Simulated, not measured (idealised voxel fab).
The name of this process module is voxel double patterning.
Section cut is 160 nm wide and gridded with 5 nm square cells.
How to read a cross-section here: the picture is a grid of square cells, written as bands going from the top down, and any band can span one or more rows of cells.
Top, bottom (nm), then materials left to right with widths (nm); lone material tagged "everywhere" fills the whole band edge to edge; "blank" = empty space.
It should be noted that heights are counted from 0, beneath which the wafer as supplied is of one material throughout, and that the lowest band possesses no lower boundary but continues downward, as written in "0 down".
The width entry "30->40" should be interpreted row by row: the top row of cells in the band takes the first number, the bottom row takes the second number, and the change between adjacent rows is uniform throughout.
"no change occurred" means the step left every cell of the cross-section as it was.
Closed empty spaces (no open way to the top) of 8 cells or more are what "Encapsulated voids" lists, each as width x height at distance from the left edge, nm for all three.
Anything after a step's settings on that line? It's the simulator's own note about the step.
A step line may carry the setting "overlay nm", which, for steps involving a mask, states the distance by which the mask lay to the right of its intended position; negative values denote displacement to the left.

Steps in the process plan
step 1: RECEIVE | material Si
step 2: CONFORMAL_DEP | material SiO2 | thk nm 10
step 3: DIRECTIONAL_DEP | material polySi | thk nm 15
step 4: DIRECTIONAL_DEP | material SiCN | thk nm 10
step 5: MASKED_ETCH | tone open | mask id FIRST | width nm 15 | pitch nm 50 | etch materials SiCN | depth nm 10 | overlay nm 0
step 6: DIRECTIONAL_DEP | material aC | thk nm 10
step 7: PATTERN | tone open | mask id SECOND | material resist | width nm 15 | pitch nm 50 | thk nm 25 | overlay nm 0
step 8: DIRECTIONAL_ETCH | etch materials aC | depth nm 10
step 9: STRIP | etch materials resist
step 10: DIRECTIONAL_ETCH | etch materials SiCN | depth nm 10
step 11: STRIP | etch materials aC
step 12: DIRECTIONAL_ETCH | etch materials polySi | depth nm 15
step 13: STRIP | etch materials SiCN

So this is the incoming wafer in cross-section - it's already been through step 1
0 down | Si everywhere
Encapsulated voids: none

Looking at the first of two wafers in cross-section at end of module - ran to plan
25 to 10 | polySi=20  blank=15  polySi=10  blank=15  polySi=10  blank=15  polySi=10  blank=15  polySi=10  blank=15  polySi=25
10 to 0 | SiO2 everywhere
0 down | Si everywhere
Encapsulated voids: none

Wafer two, end of module, cross-section. Same start, same plan as wafer one. One mistake in the run
25 to 10 | blank=20  polySi=15  blank=35  polySi=15  blank=35  polySi=15  blank=25
10 to 0 | SiO2 everywhere
0 down | Si everywhere
Encapsulated voids: none
What was the processing mistake? off-plan run, step 5, actual operation and settings MASKED_ETCH | tone cover | mask id FIRST | width nm 15 | pitch nm 50 | etch materials SiCN | depth nm 10 | overlay nm 0
at the end the second wafer has, in cells: 24 fewer of polySi
